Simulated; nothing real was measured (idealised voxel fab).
process module | voxel gate over fins
cross-section cut | 195 nm wide | cells 5 nm
A cross-section is a grid of square cells, given in bands from the top down. A band is one or more rows of cells.
Each band's line starts with the height of the band's top and of its bottom, in nm. Then come its materials from left to right, each with its width in nm. One material with "throughout" fills the band from edge to edge. "air" is empty space.
Height 0 is the level under which the wafer as received is all one material. The lowest band goes on downwards, as in "0 down".
A width such as "30 to 40" changes by the same amount from each row of cells to the next, from the band's top row to its bottom row.
"no change" after a step means that no cell of the cross-section changed.
closed voids: empty space of 8 cells or more with no open way to the top, each as width x height at its distance from the left edge, in nm
after a step's settings: what the simulator itself notes on the step
overlay nm, on a step with a mask: how far to the right of its planned place the mask lay; to the left if negative
plan
1 op RECEIVE | material Si
2 op CONFORMAL_DEP | material SiN | thk nm 5
3 op PATTERN | tone cover | mask id FINS | material resist | width nm 15 | pitch nm 40 | thk nm 20 | overlay nm 0
4 op DIRECTIONAL_ETCH | etch materials SiN | depth nm 5
5 op DIRECTIONAL_ETCH | etch materials Si | depth nm 35
6 op STRIP | etch materials resist
7 op OXIDIZE | depth nm 5
8 op FILL_DEP | material SiO2 | thk nm 15
9 op CMP | height nm 5
10 op SELECTIVE_ETCH | etch materials SiO2 | depth nm 20
11 op STRIP | etch materials SiN
12 op CONFORMAL_DEP | material HfO2 | thk nm 5
13 op CONFORMAL_DEP | material TiN | thk nm 5
14 op FILL_DEP | material W | thk nm 15
15 op CMP | height nm 20
16 op CONFORMAL_DEP | material SiCN | thk nm 10
as received, after step 1
  0 down: Si throughout
  closed voids: none
first wafer at the end, as planned
  30 to 20: SiCN throughout
  20 to 10: W throughout
  10 to 5: W 65 | TiN 25 | W 15 | TiN 25 | W 65
  5 to 0: W 65 | TiN 5 | HfO2 15 | TiN 5 | W 15 | TiN 5 | HfO2 15 | TiN 5 | W 65
  0 to -5: W 65 | TiN 5 | HfO2 5 | Si 5 | HfO2 5 | TiN 5 | W 15 | TiN 5 | HfO2 5 | Si 5 | HfO2 5 | TiN 5 | W 65
  -5 to -10: TiN 70 | HfO2 5 | Si 5 | HfO2 5 | TiN 25 | HfO2 5 | Si 5 | HfO2 5 | TiN 70
  -10 to -15: HfO2 75 | Si 5 | HfO2 35 | Si 5 | HfO2 75
  -15 to -40: SiO2 75 | Si 5 | SiO2 35 | Si 5 | SiO2 75
  -40 down: Si throughout
  closed voids: none
second wafer at the end: like start, like plan, one mistake
  30 to 20: SiCN throughout
  20 to 10: W throughout
  10 to 5: W 65 | TiN 25 | W 15 | TiN 25 | W 65
  5 to 0: W 65 | TiN 5 | HfO2 15 | TiN 5 | W 15 | TiN 5 | HfO2 15 | TiN 5 | W 65
  0 to -25: W 65 | TiN 5 | HfO2 5 | Si 5 | HfO2 5 | TiN 5 | W 15 | TiN 5 | HfO2 5 | Si 5 | HfO2 5 | TiN 5 | W 65
  -25 to -30: TiN 70 | HfO2 5 | Si 5 | HfO2 5 | TiN 25 | HfO2 5 | Si 5 | HfO2 5 | TiN 70
  -30 to -35: HfO2 75 | Si 5 | HfO2 35 | Si 5 | HfO2 75
  -35 to -40: SiO2 75 | Si 5 | SiO2 35 | Si 5 | SiO2 75
  -40 down: Si throughout
  closed voids: none
what went wrong: step 10 was run twice
at the end the second wafer has, in cells: 16 more of HfO2 | 148 fewer of SiO2 | 16 more of TiN | 116 more of W
